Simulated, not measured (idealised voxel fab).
The following process module bears the name voxel gate over fins.
In the cross-section labelled cut, the width is 250 nm and each square cell is 5 nm.
Throughout this document, each cross-section is represented as a grid of square cells and is presented as a sequence of bands enumerated from the top downward, where a band comprises one or more rows of cells. Each band's line starts with the height of the band's top and of its bottom, in nm. Then come its materials from left to right, each with its width in nm. One material with "all across" fills the band from edge to edge. "empty" is empty space. Below 0: as-received wafer, all one material; heights counted from there. Lowest band: no bottom, goes on down, written "0 nm and below". Note: "30..40" means the width goes from the first number (top row of the band) to the second number (bottom row) in equal steps per row of cells. "no change occurred" means the step left every cell of the cross-section as it was. Empty spaces without an open route to the top, at least 8 cells in extent, make up the entry "Enclosed cavities"; each is given as width x height at distance, where the distance is measured from the left edge, and all are in nm. Note: text after step settings on the step line = simulator remark on that step. "overlay nm" on a masked step: distance the mask lay right of its planned place, negative for left.

List of planned process steps
1 RECEIVE with material Si
2 CONFORMAL_DEP with material SiN, thk nm 5
3 MASKED_ETCH with tone cover, mask id FINS, width nm 15, pitch nm 35, etch materials SiN, depth nm 5, overlay nm 0
4 MASKED_ETCH with tone cover, mask id FINS, width nm 15, pitch nm 35, etch materials Si, depth nm 35, overlay nm 0
5 OXIDIZE with depth nm 5
6 FILL_DEP with material SiO2, thk nm 10
7 CMP with height nm 5
8 SELECTIVE_ETCH with etch materials SiO2, depth nm 15
9 STRIP with etch materials SiN
10 CONFORMAL_DEP with material HfO2, thk nm 5
11 CONFORMAL_DEP with material TiN, thk nm 5
12 CONFORMAL_DEP with material TiAl, thk nm 5
13 CONFORMAL_DEP with material TiN, thk nm 5
14 FILL_DEP with material W, thk nm 10
15 CMP with height nm 25
16 CONFORMAL_DEP with material SiN, thk nm 10

Wafer, first of two, run as planned

Step 1 complete: cross-section of the wafer as received
	0 nm and below = Si all across
	Enclosed cavities: none

How the wafer stands in section after step 2
	5 nm to 0 nm = SiN all across
	No changes below 0.

How the wafer stands in section after step 3
	5 nm to 0 nm = 100 nm empty | 15 nm SiN | 20 nm empty | 15 nm SiN | 100 nm empty
	No changes below 0.

How the wafer stands in section after step 4
	5 nm to 0 nm = 100 nm empty | 15 nm SiN | 20 nm empty | 15 nm SiN | 100 nm empty
	0 nm to -35 nm = 100 nm empty | 15 nm Si | 20 nm empty | 15 nm Si | 100 nm empty
	No changes below -35.

How the wafer stands in section after step 5
	5 nm to 0 nm = 100 nm empty | 15 nm SiN | 20 nm empty | 15 nm SiN | 100 nm empty
	0 nm to -35 nm = 100 nm empty | 5 nm SiO2 | 5 nm Si | 5 nm SiO2 | 20 nm empty | 5 nm SiO2 | 5 nm Si | 5 nm SiO2 | 100 nm empty
	-35 nm to -40 nm = 105 nm SiO2 | 5 nm Si | 30 nm SiO2 | 5 nm Si | 105 nm SiO2
	No changes below -40.

How the wafer stands in section after step 6
	15 nm to 5 nm = SiO2 all across
	5 nm to 0 nm = 100 nm SiO2 | 15 nm SiN | 20 nm SiO2 | 15 nm SiN | 100 nm SiO2
	0 nm to -40 nm = 105 nm SiO2 | 5 nm Si | 30 nm SiO2 | 5 nm Si | 105 nm SiO2
	No changes below -40.

How the wafer stands in section after step 7
	5 nm to 0 nm = 100 nm SiO2 | 15 nm SiN | 20 nm SiO2 | 15 nm SiN | 100 nm SiO2
	No changes below 0.

How the wafer stands in section after step 8
	5 nm to 0 nm = 100 nm empty | 15 nm SiN | 20 nm empty | 15 nm SiN | 100 nm empty
	0 nm to -10 nm = 105 nm empty | 5 nm Si | 30 nm empty | 5 nm Si | 105 nm empty
	No changes below -10.

How the wafer stands in section after step 9
	0 nm to -10 nm = 105 nm empty | 5 nm Si | 30 nm empty | 5 nm Si | 105 nm empty
	No changes below -10.

How the wafer stands in section after step 10
	5 nm to 0 nm = 100 nm empty | 15 nm HfO2 | 20 nm empty | 15 nm HfO2 | 100 nm empty
	0 nm to -5 nm = 100 nm empty | 5 nm HfO2 | 5 nm Si | 5 nm HfO2 | 20 nm empty | 5 nm HfO2 | 5 nm Si | 5 nm HfO2 | 100 nm empty
	-5 nm to -10 nm = 105 nm HfO2 | 5 nm Si | 30 nm HfO2 | 5 nm Si | 105 nm HfO2
	No changes below -10.

How the wafer stands in section after step 11
	10 nm to 5 nm = 95 nm empty | 25 nm TiN | 10 nm empty | 25 nm TiN | 95 nm empty
	5 nm to 0 nm = 95 nm empty | 5 nm TiN | 15 nm HfO2 | 5 nm TiN | 10 nm empty | 5 nm TiN | 15 nm HfO2 | 5 nm TiN | 95 nm empty
	0 nm to -5 nm = 100 nm TiN | 5 nm HfO2 | 5 nm Si | 5 nm HfO2 | 20 nm TiN | 5 nm HfO2 | 5 nm Si | 5 nm HfO2 | 100 nm TiN
	No changes below -5.

How the wafer stands in section after step 12
	15 nm to 10 nm = 90 nm empty | 70 nm TiAl | 90 nm empty
	10 nm to 5 nm = 90 nm empty | 5 nm TiAl | 25 nm TiN | 10 nm TiAl | 25 nm TiN | 5 nm TiAl | 90 nm empty
	5 nm to 0 nm = 95 nm TiAl | 5 nm TiN | 15 nm HfO2 | 5 nm TiN | 10 nm TiAl | 5 nm TiN | 15 nm HfO2 | 5 nm TiN | 95 nm TiAl
	No changes below 0.

How the wafer stands in section after step 13
	20 nm to 15 nm = 85 nm empty | 80 nm TiN | 85 nm empty
	15 nm to 10 nm = 85 nm empty | 5 nm TiN | 70 nm TiAl | 5 nm TiN | 85 nm empty
	10 nm to 5 nm = 90 nm TiN | 5 nm TiAl | 25 nm TiN | 10 nm TiAl | 25 nm TiN | 5 nm TiAl | 90 nm TiN
	No changes below 5.

How the wafer stands in section after step 14
	30 nm to 20 nm = W all across
	20 nm to 15 nm = 85 nm W | 80 nm TiN | 85 nm W
	15 nm to 10 nm = 85 nm W | 5 nm TiN | 70 nm TiAl | 5 nm TiN | 85 nm W
	No changes below 10.

How the wafer stands in section after step 15
	25 nm to 20 nm = W all across
	No changes below 20.

How the wafer stands in section after step 16
	35 nm to 25 nm = SiN all across
	No changes below 25.

It is to be noted that the second wafer proceeded from the same initial state and according to the same plan as the first, although one mistake was committed in its execution; through step 2, inclusive, the two wafers share an identical history

Cross-section of the second wafer corresponding to the planned conclusion of step 3
	5 nm to 0 nm = 105 nm empty | 15 nm SiN | 20 nm empty | 15 nm SiN | 95 nm empty
	No changes below 0.

Cross-section of the second wafer corresponding to the planned conclusion of step 4
	5 nm to 0 nm = 105 nm empty | 15 nm SiN | 20 nm empty | 15 nm SiN | 95 nm empty
	0 nm to -35 nm = 100 nm empty | 20 nm Si | 15 nm empty | 20 nm Si | 95 nm empty
	No changes below -35.

Cross-section of the second wafer corresponding to the planned conclusion of step 5
	5 nm to 0 nm = 105 nm empty | 15 nm SiN | 20 nm empty | 15 nm SiN | 95 nm empty
	0 nm to -5 nm = 100 nm empty | 10 nm SiO2 | 5 nm Si | 5 nm SiO2 | 15 nm empty | 10 nm SiO2 | 5 nm Si | 5 nm SiO2 | 95 nm empty
	-5 nm to -35 nm = 100 nm empty | 5 nm SiO2 | 10 nm Si | 5 nm SiO2 | 15 nm empty | 5 nm SiO2 | 10 nm Si | 5 nm SiO2 | 95 nm empty
	-35 nm to -40 nm = 105 nm SiO2 | 10 nm Si | 25 nm SiO2 | 10 nm Si | 100 nm SiO2
	No changes below -40.

Cross-section of the second wafer corresponding to the planned conclusion of step 6
	15 nm to 5 nm = SiO2 all across
	5 nm to 0 nm = 105 nm SiO2 | 15 nm SiN | 20 nm SiO2 | 15 nm SiN | 95 nm SiO2
	0 nm to -5 nm = 110 nm SiO2 | 5 nm Si | 30 nm SiO2 | 5 nm Si | 100 nm SiO2
	-5 nm to -40 nm = 105 nm SiO2 | 10 nm Si | 25 nm SiO2 | 10 nm Si | 100 nm SiO2
	No changes below -40.

Cross-section of the second wafer corresponding to the planned conclusion of step 7
	5 nm to 0 nm = 105 nm SiO2 | 15 nm SiN | 20 nm SiO2 | 15 nm SiN | 95 nm SiO2
	No changes below 0.

Cross-section of the second wafer corresponding to the planned conclusion of step 8
	5 nm to 0 nm = 105 nm empty | 15 nm SiN | 20 nm empty | 15 nm SiN | 95 nm empty
	0 nm to -10 nm = 110..105 nm empty | 5..10 nm Si | 30..25 nm empty | 5..10 nm Si | 100 nm empty
	No changes below -10.

Cross-section of the second wafer corresponding to the planned conclusion of step 9
	0 nm to -10 nm = 110..105 nm empty | 5..10 nm Si | 30..25 nm empty | 5..10 nm Si | 100 nm empty
	No changes below -10.

Cross-section of the second wafer corresponding to the planned conclusion of step 10
	5 nm to 0 nm = 105 nm empty | 15 nm HfO2 | 20 nm empty | 15 nm HfO2 | 95 nm empty
	0 nm to -5 nm = 100 nm empty | 10 nm HfO2 | 5 nm Si | 5 nm HfO2 | 15 nm empty | 10 nm HfO2 | 5 nm Si | 5 nm HfO2 | 95 nm empty
	-5 nm to -10 nm = 105 nm HfO2 | 10 nm Si | 25 nm HfO2 | 10 nm Si | 100 nm HfO2
	No changes below -10.

Cross-section of the second wafer corresponding to the planned conclusion of step 11
	10 nm to 5 nm = 100 nm empty | 25 nm TiN | 10 nm empty | 25 nm TiN | 90 nm empty
	5 nm to 0 nm = 95 nm empty | 10 nm TiN | 15 nm HfO2 | 5 nm TiN | 5 nm empty | 10 nm TiN | 15 nm HfO2 | 5 nm TiN | 90 nm empty
	0 nm to -5 nm = 100 nm TiN | 10 nm HfO2 | 5 nm Si | 5 nm HfO2 | 15 nm TiN | 10 nm HfO2 | 5 nm Si | 5 nm HfO2 | 95 nm TiN
	No changes below -5.

Cross-section of the second wafer corresponding to the planned conclusion of step 12
	15 nm to 10 nm = 95 nm empty | 70 nm TiAl | 85 nm empty
	10 nm to 5 nm = 90 nm empty | 10 nm TiAl | 25 nm TiN | 10 nm TiAl | 25 nm TiN | 5 nm TiAl | 85 nm empty
	5 nm to 0 nm = 95 nm TiAl | 10 nm TiN | 15 nm HfO2 | 5 nm TiN | 5 nm TiAl | 10 nm TiN | 15 nm HfO2 | 5 nm TiN | 90 nm TiAl
	No changes below 0.

Cross-section of the second wafer corresponding to the planned conclusion of step 13
	20 nm to 15 nm = 90 nm empty | 80 nm TiN | 80 nm empty
	15 nm to 10 nm = 85 nm empty | 10 nm TiN | 70 nm TiAl | 5 nm TiN | 80 nm empty
	10 nm to 5 nm = 90 nm TiN | 10 nm TiAl | 25 nm TiN | 10 nm TiAl | 25 nm TiN | 5 nm TiAl | 85 nm TiN
	No changes below 5.

Cross-section of the second wafer corresponding to the planned conclusion of step 14
	30 nm to 20 nm = W all across
	20 nm to 15 nm = 90 nm W | 80 nm TiN | 80 nm W
	15 nm to 10 nm = 85 nm W | 10 nm TiN | 70 nm TiAl | 5 nm TiN | 80 nm W
	No changes below 10.

Cross-section of the second wafer corresponding to the planned conclusion of step 15
	25 nm to 20 nm = W all across
	No changes below 20.

Cross-section of the second wafer corresponding to the planned conclusion of step 16
	35 nm to 25 nm = SiN all across
	No changes below 25.
Processing error: step 3 deviated from plan and actually ran as MASKED_ETCH with tone cover, mask id FINS, width nm 15, pitch nm 35, etch materials SiN, depth nm 5, overlay nm 5
Final difference in cells, second wafer against first, listed per material as more or fewer: 14 more of Si | 12 fewer of SiO2 | 1 fewer of TiAl | 1 fewer of W
